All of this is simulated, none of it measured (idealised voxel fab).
This is a process module. Its name is voxel self aligned vias.
Square cell edge 5 nm, section width 155 nm, ID cut.
Just so we're on the same page, the cross-sections are grids of square cells, and they're listed out in bands top to bottom, each band one or more rows deep.
This entry defines a band. It first specifies the height of the band's top and the height of its bottom in nm, and then specifies the band's materials from left to right, stating each material with its width in nm. The word "everywhere" identifies a single material that fills the band from edge to edge, while the word "empty" identifies empty space.
Heights are reckoned from 0. Under this level, the received wafer is all of one material. The bottommost band is open-ended downward, for example "top 0, no bottom".
Quick explanation for "30 to 40": the width changes in equal steps down the rows of cells, from the first number in the band's top row to the second number in its bottom row.
It should be understood that the words "no alterations made", when stated for a given step, signify that the cross-section underwent no change in any of its cells during that step.
"Sealed internal voids": sealed empty spaces, 8 cells or more, no open way to top, listed width x height at distance, with distance from the left edge and width, height and distance in nm.
The remark found on a step's line after its settings is issued by the simulator itself and pertains to that step.
overlay nm, on a step with a mask: how far to the right of its planned place the mask lay; to the left if negative

Process steps - plan:
1. RECEIVE, material Si
2. CONFORMAL_DEP, material SiO2, thk nm 10
3. CONFORMAL_DEP, material SiCN, thk nm 5
4. DIRECTIONAL_DEP, material lowk, thk nm 30
5. MASKED_ETCH, tone open, mask id LINES, width nm 30, pitch nm 65, etch materials lowk, depth nm 30, overlay nm 0
6. CONFORMAL_DEP, material TiN, thk nm 5
7. FILL_DEP, material Ru, thk nm 10
8. CMP, height nm 45
9. SELECTIVE_ETCH, etch materials W Ru TiN, depth nm 5
10. FILL_DEP, material SiN, thk nm 10
11. CMP, height nm 45
12. DIRECTIONAL_DEP, material lowk, thk nm 15
13. PATTERN, tone open, mask id VIAS, material resist, width nm 50, thk nm 15, overlay nm 0
14. DIRECTIONAL_ETCH, etch materials lowk, depth nm 15
15. DIRECTIONAL_ETCH, etch materials SiN, depth nm 5
16. STRIP, etch materials resist
17. CONFORMAL_DEP, material TiN, thk nm 5
18. FILL_DEP, material Cu, thk nm 5
19. CMP, height nm 60
20. CONFORMAL_DEP, material SiCN, thk nm 5

Here's what the wafer looked like in cross-section when it arrived - that's after step 1:
top 0, no bottom = Si everywhere
Sealed internal voids: none

first wafer at the end, as planned:
top 65, bottom 60 = SiCN everywhere
top 60, bottom 50 = lowk 20 | TiN 5 | Cu 40 | TiN 5 | lowk 85
top 50, bottom 45 = lowk 20 | TiN 15 | Cu 20 | TiN 15 | lowk 85
top 45, bottom 40 = lowk 30 | TiN 30 | lowk 35 | SiN 30 | lowk 30
top 40, bottom 20 = lowk 30 | TiN 5 | Ru 20 | TiN 5 | lowk 35 | TiN 5 | Ru 20 | TiN 5 | lowk 30
top 20, bottom 15 = lowk 30 | TiN 30 | lowk 35 | TiN 30 | lowk 30
top 15, bottom 10 = SiCN everywhere
top 10, bottom 0 = SiO2 everywhere
top 0, no bottom = Si everywhere
Sealed internal voids: none

Cross-sectional view of the second of two wafers upon completion of the module. This wafer shared its starting condition and process plan with the first; one error was made during its execution:
top 65, bottom 60 = SiCN everywhere
top 60, bottom 45 = lowk 20 | TiN 5 | Cu 40 | TiN 5 | lowk 85
top 45, bottom 40 = SiN 20 | TiN 50 | SiN 85
top 40, bottom 15 = lowk 30 | TiN 5 | Ru 20 | TiN 5 | lowk 35 | TiN 5 | Ru 20 | TiN 5 | lowk 30
top 15, bottom 10 = lowk 30 | TiN 30 | lowk 35 | TiN 30 | lowk 30
top 10, bottom 0 = SiO2 everywhere
top 0, no bottom = Si everywhere
Sealed internal voids: none
Run error: step 3 of the plan was bypassed and not carried out
Counted in cells at the end, the second wafer holds more or fewer of these materials than the first: Cu +4 | Ru +8 | SiCN -31 | SiN +15 | TiN +4
